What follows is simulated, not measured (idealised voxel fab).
A process module follows: voxel gate over fins.
Section cut is 240 nm wide and gridded with 5 nm square cells.
Square cells in a grid make up a cross-section in this document, and the grid is given as bands, listed from the top down, each one or more rows of cells. This entry defines a band. It first specifies the height of the band's top and the height of its bottom in nm, and then specifies the band's materials from left to right, stating each material with its width in nm. The word "everywhere" identifies a single material that fills the band from edge to edge, while the word "empty" identifies empty space. Below 0: as-received wafer, all one material; heights counted from there. Lowest band: no bottom, goes on down, written "0 nm and below". The width entry "30->40" should be interpreted row by row: the top row of cells in the band takes the first number, the bottom row takes the second number, and the change between adjacent rows is uniform throughout. Where a step carries "nothing changed", the cross-section came out of it unchanged, cell for cell. Under "Closed void table" you'll find the enclosed gaps, the ones with no way out to the top, that are 8 cells or bigger; each reads width x height at distance, with distance counted from the left edge, everything in nm. after a step's settings: what the simulator itself notes on the step. When a step includes a mask, the "overlay nm" setting on its line states how far to the right of its planned place that mask lay, and negative values state how far to the left.

The following list gives the planned process steps
1: RECEIVE (material Si)
2: CONFORMAL_DEP (material SiN; thk nm 5)
3: PATTERN (tone cover; mask id FINS; material resist; width nm 15; pitch nm 55; thk nm 20; overlay nm 0)
4: DIRECTIONAL_ETCH (etch materials SiN; depth nm 5)
5: DIRECTIONAL_ETCH (etch materials Si; depth nm 40)
6: STRIP (etch materials resist)
7: FILL_DEP (material SiO2; thk nm 5)
8: CMP (height nm 5)
9: MASKED_ETCH (tone open; mask id RAIL; width nm 15; etch materials SiO2; depth nm 40; overlay nm 0)
10: CONFORMAL_DEP (material TiN; thk nm 5)
11: FILL_DEP (material W; thk nm 10)
12: CMP (height nm 5)
13: SELECTIVE_ETCH (etch materials W Ru TiN; depth nm 25)
14: FILL_DEP (material SiO2; thk nm 5)
15: CMP (height nm 5)
16: SELECTIVE_ETCH (etch materials SiO2; depth nm 20)
17: STRIP (etch materials SiN)
18: CONFORMAL_DEP (material HfO2; thk nm 5)
19: CONFORMAL_DEP (material TiN; thk nm 5)
20: CONFORMAL_DEP (material TiAl; thk nm 5)
21: CONFORMAL_DEP (material TiN; thk nm 5)
22: FILL_DEP (material W; thk nm 15)
23: CMP (height nm 30)
24: CONFORMAL_DEP (material SiCN; thk nm 5)

Cross-section of the wafer upon arrival, representing the state reached after step 1
> 0 nm and below: Si everywhere
> Closed void table: none

What the wafer looks like in cross-section after this module, when it starts as shown above and follows the plan above but one mistake is made in running it
> 35 nm to 30 nm: SiCN everywhere
> 30 nm to 25 nm: W: 25, then TiN: 185, then W: 30
> 25 nm to 20 nm: W: 25, then TiN: 5, then TiAl: 175, then TiN: 5, then W: 30
> 20 nm to 15 nm: W: 25, then TiN: 5, then TiAl: 5, then TiN: 165, then TiAl: 5, then TiN: 5, then W: 30
> 15 nm to 10 nm: TiN: 30, then TiAl: 5, then TiN: 165, then TiAl: 5, then TiN: 35
> 10 nm to 5 nm: TiAl: 35, then TiN: 165, then TiAl: 40
> 5 nm to 0 nm: TiN: 50, then HfO2: 25, then TiN: 30, then HfO2: 25, then TiN: 30, then HfO2: 25, then TiN: 55
> 0 nm to -10 nm: TiN: 50, then HfO2: 5, then Si: 15, then HfO2: 5, then TiN: 30, then HfO2: 5, then Si: 15, then HfO2: 5, then TiN: 30, then HfO2: 5, then Si: 15, then HfO2: 5, then TiN: 55
> -10 nm to -15 nm: HfO2: 55, then Si: 15, then HfO2: 40, then Si: 15, then HfO2: 40, then Si: 15, then HfO2: 60
> -15 nm to -20 nm: SiO2: 55, then Si: 15, then SiO2: 40, then Si: 15, then SiO2: 40, then Si: 15, then SiO2: 60
> -20 nm to -30 nm: SiO2: 55, then Si: 15, then SiO2: 10, then TiN: 5, then W: 5, then TiN: 5, then SiO2: 15, then Si: 15, then SiO2: 40, then Si: 15, then SiO2: 60
> -30 nm to -35 nm: SiO2: 55, then Si: 15, then SiO2: 10, then TiN: 15, then SiO2: 15, then Si: 15, then SiO2: 40, then Si: 15, then SiO2: 60
> -35 nm to -40 nm: SiO2: 55, then Si: 15, then SiO2: 40, then Si: 15, then SiO2: 40, then Si: 15, then SiO2: 60
> -40 nm and below: Si everywhere
> Closed void table: none
In executing the process, a mistake was made relative to the plan: not per plan at step 19, really ran CONFORMAL_DEP (material TiN; thk nm 15)
